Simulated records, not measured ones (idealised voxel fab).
Name of the process module below: voxel gate over fins
The figure presents cross-section cut, which has a width of 230 nm and is divided into square cells with an edge length of 5 nm.
Each cross-section below is a grid of square cells, stated as bands in top-down order, with one or more rows of cells making up each band.
A band entry consists of two parts. The first gives the height of the band's top and the height of its bottom, in nm. The rest lists the band's materials from left to right, each with its width in nm. A single material labelled with the word "all across" fills the band from edge to edge, and the word "blank" marks empty space.
Heights are measured from 0, the level below which the as-received wafer is all one material; the lowest band has no bottom and continues downward, written as in "top 0, no bottom".
A two-number width, for instance "30 to 40", indicates that the width is equal to the first number in the top row of the band and to the second number in the bottom row, and that it changes by a constant amount per row of cells.
"remains unaltered" -> step changed no cross-section cell.
Under "Voids, fully enclosed" you'll find the enclosed gaps, the ones with no way out to the top, that are 8 cells or bigger; each reads width x height at distance, with distance counted from the left edge, everything in nm.
Anything after a step's settings on that line? It's the simulator's own note about the step.
overlay nm: how far to the right of its planned place the mask lay on this masked step (negative: to the left).
The process steps that were planned are listed below
- 1: RECEIVE | material Si
- 2: CONFORMAL_DEP | material SiN | thk nm 10
- 3: PATTERN | tone cover | mask id FINS | material resist | width nm 15 | pitch nm 50 | thk nm 15 | overlay nm 0
- 4: DIRECTIONAL_ETCH | etch materials SiN | depth nm 10
- 5: DIRECTIONAL_ETCH | etch materials Si | depth nm 35
- 6: STRIP | etch materials resist
- 7: OXIDIZE | depth nm 5
- 8: FILL_DEP | material SiO2 | thk nm 5
- 9: CMP | height nm 10
- 10: DIRECTIONAL_DEP | material aC | thk nm 10
- 11: PATTERN | tone open | mask id RAIL | material resist | width nm 15 | thk nm 30 | overlay nm -15
- 12: DIRECTIONAL_ETCH | etch materials aC | depth nm 10
- 13: STRIP | etch materials resist
- 14: DIRECTIONAL_ETCH | etch materials SiO2 | depth nm 40
- 15: STRIP | etch materials aC
- 16: CONFORMAL_DEP | material TiN | thk nm 5
- 17: FILL_DEP | material W | thk nm 10
- 18: CMP | height nm 10
- 19: SELECTIVE_ETCH | etch materials W Ru TiN | depth nm 25
- 20: FILL_DEP | material SiO2 | thk nm 5
- 21: CMP | height nm 10
- 22: SELECTIVE_ETCH | etch materials SiO2 | depth nm 20
- 23: STRIP | etch materials SiN
- 24: CONFORMAL_DEP | material HfO2 | thk nm 5
- 25: CONFORMAL_DEP | material TiN | thk nm 5
- 26: CONFORMAL_DEP | material TiAl | thk nm 5
- 27: CONFORMAL_DEP | material TiN | thk nm 5
- 28: FILL_DEP | material W | thk nm 15
- 29: CMP | height nm 30
- 30: CONFORMAL_DEP | material SiCN | thk nm 5
Variable across wafers: step 11 overlay nm (plan value is that of the first wafer; starting state common to all).
Cross-section of the first of several wafers as received (after step 1)
    top 0, no bottom  Si all across
    Voids, fully enclosed: none
First wafer of several, cross-section, module end, after step 30 (last)
    top 35, bottom 30  SiCN all across
    top 30, bottom 20  W all across
    top 20, bottom 15  W (40); TiN (45); W (5); TiN (45); W (5); TiN (45); W (45)
    top 15, bottom 10  W (40); TiN (5); TiAl (35); TiN (5); W (5); TiN (5); TiAl (35); TiN (5); W (5); TiN (5); TiAl (35); TiN (5); W (45)
    top 10, bottom 5  TiN (45); TiAl (5); TiN (25); TiAl (5); TiN (15); TiAl (5); TiN (25); TiAl (5); TiN (15); TiAl (5); TiN (25); TiAl (5); TiN (50)
    top 5, bottom 0  TiAl (50); TiN (5); HfO2 (15); TiN (5); TiAl (25); TiN (5); HfO2 (15); TiN (5); TiAl (25); TiN (5); HfO2 (15); TiN (5); TiAl (55)
    top 0, bottom -5  TiN (55); HfO2 (5); Si (5); HfO2 (5); TiN (35); HfO2 (5); Si (5); HfO2 (5); TiN (35); HfO2 (5); Si (5); HfO2 (5); TiN (60)
    top -5, bottom -10  HfO2 (60); Si (5); HfO2 (45); Si (5); HfO2 (45); Si (5); HfO2 (65)
    top -10, bottom -15  SiO2 (60); Si (5); SiO2 (45); Si (5); SiO2 (45); Si (5); SiO2 (65)
    top -15, bottom -30  SiO2 (60); Si (5); SiO2 (5); TiN (10); SiO2 (30); Si (5); SiO2 (45); Si (5); SiO2 (65)
    top -30, bottom -40  SiO2 (60); Si (5); SiO2 (45); Si (5); SiO2 (45); Si (5); SiO2 (65)
    top -40, no bottom  Si all across
    Voids, fully enclosed: none
Wafer cross-section (last wafer, module end)
    top 35, bottom 30  SiCN all across
    top 30, bottom 20  W all across
    top 20, bottom 15  W (40); TiN (45); W (5); TiN (45); W (5); TiN (45); W (45)
    top 15, bottom 10  W (40); TiN (5); TiAl (35); TiN (5); W (5); TiN (5); TiAl (35); TiN (5); W (5); TiN (5); TiAl (35); TiN (5); W (45)
    top 10, bottom 5  TiN (45); TiAl (5); TiN (25); TiAl (5); TiN (15); TiAl (5); TiN (25); TiAl (5); TiN (15); TiAl (5); TiN (25); TiAl (5); TiN (50)
    top 5, bottom 0  TiAl (50); TiN (5); HfO2 (15); TiN (5); TiAl (25); TiN (5); HfO2 (15); TiN (5); TiAl (25); TiN (5); HfO2 (15); TiN (5); TiAl (55)
    top 0, bottom -5  TiN (55); HfO2 (5); Si (5); HfO2 (5); TiN (35); HfO2 (5); Si (5); HfO2 (5); TiN (35); HfO2 (5); Si (5); HfO2 (5); TiN (60)
    top -5, bottom -10  HfO2 (60); Si (5); HfO2 (45); Si (5); HfO2 (45); Si (5); HfO2 (65)
    top -10, bottom -15  SiO2 (60); Si (5); SiO2 (45); Si (5); SiO2 (45); Si (5); SiO2 (65)
    top -15, bottom -30  SiO2 (60); Si (5); SiO2 (30); TiN (10); SiO2 (5); Si (5); SiO2 (45); Si (5); SiO2 (65)
    top -30, bottom -40  SiO2 (60); Si (5); SiO2 (45); Si (5); SiO2 (45); Si (5); SiO2 (65)
    top -40, no bottom  Si all across
    Voids, fully enclosed: none
Wafer rows, end of module: cells per material gained (+) or lost (-) since receipt; closed voids last
overlay nm -15; +58 HfO2; -344 Si; +46 SiCN; +252 SiO2; +58 TiAl; +122 TiN; +130 W; Voids, fully enclosed: none
overlay nm -10; +58 HfO2; -344 Si; +46 SiCN; +249 SiO2; +58 TiAl; +123 TiN; +132 W; Voids, fully enclosed: none
overlay nm -5; +58 HfO2; -344 Si; +46 SiCN; +249 SiO2; +58 TiAl; +123 TiN; +132 W; Voids, fully enclosed: none
overlay nm 0; +58 HfO2; -344 Si; +46 SiCN; +249 SiO2; +58 TiAl; +123 TiN; +132 W; Voids, fully enclosed: none
overlay nm 5; +58 HfO2; -344 Si; +46 SiCN; +249 SiO2; +58 TiAl; +123 TiN; +132 W; Voids, fully enclosed: none
overlay nm 10; +58 HfO2; -344 Si; +46 SiCN; +249 SiO2; +58 TiAl; +123 TiN; +132 W; Voids, fully enclosed: none
overlay nm 15; +58 HfO2; -344 Si; +46 SiCN; +252 SiO2; +58 TiAl; +122 TiN; +130 W; Voids, fully enclosed: none
